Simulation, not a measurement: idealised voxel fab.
Process module in this document: voxel gate over fins
290 nm wide, 5 nm square cells: that's cross-section cut.
Cross-section = grid of square cells, listed top down in bands; band = one or more rows. Read a band's entry like this: the first values are the height of its top and the height of its bottom in nm, and what follows is the sequence of materials from left to right, each with its width in nm. Note that "blank" is empty space, and that a single material marked "all across" reaches across the band from edge to edge. A quick word on heights: they are counted from 0, and under that level the wafer as it came to us is one material throughout. The lowest band is different from the rest in having no bottom; it simply continues downward, written as in "0..down". When a width is written as two numbers, as in "30->40", the first number is the width in the top row of cells of the band and the second is the width in its bottom row, and the width changes by the same amount from each row to the next. "left unchanged" after a step means that no cell of the cross-section changed. In the "Enclosed void inventory" entry, you get each enclosed empty space of 8 cells or more, one with no open way to the top, written width x height at distance, distance from the left edge, in nm. On each step's line, the part that comes after the settings is the simulator's own comment on the step. A step's line can hold "overlay nm"; with a mask on that step, the setting says how far right of the planned place the mask lay, while a negative setting says it lay to the left.

-- So here's the lineup of process steps we planned
1,RECEIVE,material Si
2,CONFORMAL_DEP,material SiN,thk nm 5
3,PATTERN,tone cover,mask id FINS,material resist,width nm 15,pitch nm 35,thk nm 20,overlay nm 0
4,DIRECTIONAL_ETCH,etch materials SiN,depth nm 5
5,DIRECTIONAL_ETCH,etch materials Si,depth nm 35
6,STRIP,etch materials resist
7,FILL_DEP,material SiO2,thk nm 5
8,CMP,height nm 5
9,SELECTIVE_ETCH,etch materials SiO2,depth nm 20
10,STRIP,etch materials SiN
11,CONFORMAL_DEP,material HfO2,thk nm 5
12,CONFORMAL_DEP,material TiN,thk nm 5
13,CONFORMAL_DEP,material TiAl,thk nm 5
14,CONFORMAL_DEP,material TiN,thk nm 5
15,FILL_DEP,material W,thk nm 10
16,CMP,height nm 25
17,CONFORMAL_DEP,material SiCN,thk nm 5

-- What follows covers the first of two wafers; it ran as planned

-- Cross-section of the wafer at receipt, which is the condition after step 1
	0..down = Si all across
	Enclosed void inventory: none

-- Wafer xsec, post step 2
	5..0 = SiN all across
	Whatever lies below 0 is exactly as it was before.

-- Wafer xsec, post step 3
	25..5 = blank 100; resist 15; blank 20; resist 15; blank 20; resist 15; blank 105
	Whatever lies below 5 is exactly as it was before.

-- Wafer xsec, post step 4
	25..5 = blank 100; resist 15; blank 20; resist 15; blank 20; resist 15; blank 105
	5..0 = blank 100; SiN 15; blank 20; SiN 15; blank 20; SiN 15; blank 105
	Whatever lies below 0 is exactly as it was before.

-- Wafer xsec, post step 5
	25..5 = blank 100; resist 15; blank 20; resist 15; blank 20; resist 15; blank 105
	5..0 = blank 100; SiN 15; blank 20; SiN 15; blank 20; SiN 15; blank 105
	0..-35 = blank 100; Si 15; blank 20; Si 15; blank 20; Si 15; blank 105
	Whatever lies below -35 is exactly as it was before.

-- Wafer xsec, post step 6
	5..0 = blank 100; SiN 15; blank 20; SiN 15; blank 20; SiN 15; blank 105
	Whatever lies below 0 is exactly as it was before.

-- Wafer xsec, post step 7
	10..5 = SiO2 all across
	5..0 = SiO2 100; SiN 15; SiO2 20; SiN 15; SiO2 20; SiN 15; SiO2 105
	0..-35 = SiO2 100; Si 15; SiO2 20; Si 15; SiO2 20; Si 15; SiO2 105
	Whatever lies below -35 is exactly as it was before.

-- Wafer xsec, post step 8
	5..0 = SiO2 100; SiN 15; SiO2 20; SiN 15; SiO2 20; SiN 15; SiO2 105
	Whatever lies below 0 is exactly as it was before.

-- Wafer xsec, post step 9
	5..0 = blank 100; SiN 15; blank 20; SiN 15; blank 20; SiN 15; blank 105
	0..-15 = blank 100; Si 15; blank 20; Si 15; blank 20; Si 15; blank 105
	Whatever lies below -15 is exactly as it was before.

-- Wafer xsec, post step 10
	0..-15 = blank 100; Si 15; blank 20; Si 15; blank 20; Si 15; blank 105
	Whatever lies below -15 is exactly as it was before.

-- Wafer xsec, post step 11
	5..0 = blank 95; HfO2 25; blank 10; HfO2 25; blank 10; HfO2 25; blank 100
	0..-10 = blank 95; HfO2 5; Si 15; HfO2 5; blank 10; HfO2 5; Si 15; HfO2 5; blank 10; HfO2 5; Si 15; HfO2 5; blank 100
	-10..-15 = HfO2 100; Si 15; HfO2 20; Si 15; HfO2 20; Si 15; HfO2 105
	Whatever lies below -15 is exactly as it was before.

-- Wafer xsec, post step 12
	10..5 = blank 90; TiN 105; blank 95
	5..0 = blank 90; TiN 5; HfO2 25; TiN 10; HfO2 25; TiN 10; HfO2 25; TiN 5; blank 95
	0..-5 = blank 90; TiN 5; HfO2 5; Si 15; HfO2 5; TiN 10; HfO2 5; Si 15; HfO2 5; TiN 10; HfO2 5; Si 15; HfO2 5; TiN 5; blank 95
	-5..-10 = TiN 95; HfO2 5; Si 15; HfO2 5; TiN 10; HfO2 5; Si 15; HfO2 5; TiN 10; HfO2 5; Si 15; HfO2 5; TiN 100
	Whatever lies below -10 is exactly as it was before.

-- Wafer xsec, post step 13
	15..10 = blank 85; TiAl 115; blank 90
	10..5 = blank 85; TiAl 5; TiN 105; TiAl 5; blank 90
	5..0 = blank 85; TiAl 5; TiN 5; HfO2 25; TiN 10; HfO2 25; TiN 10; HfO2 25; TiN 5; TiAl 5; blank 90
	0..-5 = TiAl 90; TiN 5; HfO2 5; Si 15; HfO2 5; TiN 10; HfO2 5; Si 15; HfO2 5; TiN 10; HfO2 5; Si 15; HfO2 5; TiN 5; TiAl 95
	Whatever lies below -5 is exactly as it was before.

-- Wafer xsec, post step 14
	20..15 = blank 80; TiN 125; blank 85
	15..10 = blank 80; TiN 5; TiAl 115; TiN 5; blank 85
	10..5 = blank 80; TiN 5; TiAl 5; TiN 105; TiAl 5; TiN 5; blank 85
	5..0 = TiN 85; TiAl 5; TiN 5; HfO2 25; TiN 10; HfO2 25; TiN 10; HfO2 25; TiN 5; TiAl 5; TiN 90
	Whatever lies below 0 is exactly as it was before.

-- Wafer xsec, post step 15
	30..20 = W all across
	20..15 = W 80; TiN 125; W 85
	15..10 = W 80; TiN 5; TiAl 115; TiN 5; W 85
	10..5 = W 80; TiN 5; TiAl 5; TiN 105; TiAl 5; TiN 5; W 85
	Whatever lies below 5 is exactly as it was before.

-- Wafer xsec, post step 16
	25..20 = W all across
	Whatever lies below 20 is exactly as it was before.

-- Wafer xsec, post step 17
	30..25 = SiCN all across
	Whatever lies below 25 is exactly as it was before.

-- Second wafer: same start and same plan as the first, one execution error; identical to the first through step 11

Second wafer, cross-section, planned end of step 12: left unchanged

-- Second wafer, cross-section, planned end of step 13
	10..5 = blank 90; TiAl 105; blank 95
	5..0 = blank 90; TiAl 5; HfO2 25; TiAl 10; HfO2 25; TiAl 10; HfO2 25; TiAl 5; blank 95
	0..-5 = blank 90; TiAl 5; HfO2 5; Si 15; HfO2 5; TiAl 10; HfO2 5; Si 15; HfO2 5; TiAl 10; HfO2 5; Si 15; HfO2 5; TiAl 5; blank 95
	-5..-10 = TiAl 95; HfO2 5; Si 15; HfO2 5; TiAl 10; HfO2 5; Si 15; HfO2 5; TiAl 10; HfO2 5; Si 15; HfO2 5; TiAl 100
	Whatever lies below -10 is exactly as it was before.

-- Second wafer, cross-section, planned end of step 14
	15..10 = blank 85; TiN 115; blank 90
	10..5 = blank 85; TiN 5; TiAl 105; TiN 5; blank 90
	5..0 = blank 85; TiN 5; TiAl 5; HfO2 25; TiAl 10; HfO2 25; TiAl 10; HfO2 25; TiAl 5; TiN 5; blank 90
	0..-5 = TiN 90; TiAl 5; HfO2 5; Si 15; HfO2 5; TiAl 10; HfO2 5; Si 15; HfO2 5; TiAl 10; HfO2 5; Si 15; HfO2 5; TiAl 5; TiN 95
	Whatever lies below -5 is exactly as it was before.

-- Second wafer, cross-section, planned end of step 15
	25..15 = W all across
	15..10 = W 85; TiN 115; W 90
	10..5 = W 85; TiN 5; TiAl 105; TiN 5; W 90
	5..0 = W 85; TiN 5; TiAl 5; HfO2 25; TiAl 10; HfO2 25; TiAl 10; HfO2 25; TiAl 5; TiN 5; W 90
	Whatever lies below 0 is exactly as it was before.

Second wafer, cross-section, planned end of step 16: left unchanged

-- Second wafer, cross-section, planned end of step 17
	30..25 = SiCN all across
	Whatever lies below 25 is exactly as it was before.
Deviation noted in wafer processing: heads up, step 12 of the plan was skipped and never actually ran
End of process, cell counts, second wafer against first, materials with more or fewer: 12 more of TiAl; 76 fewer of TiN; 64 more of W
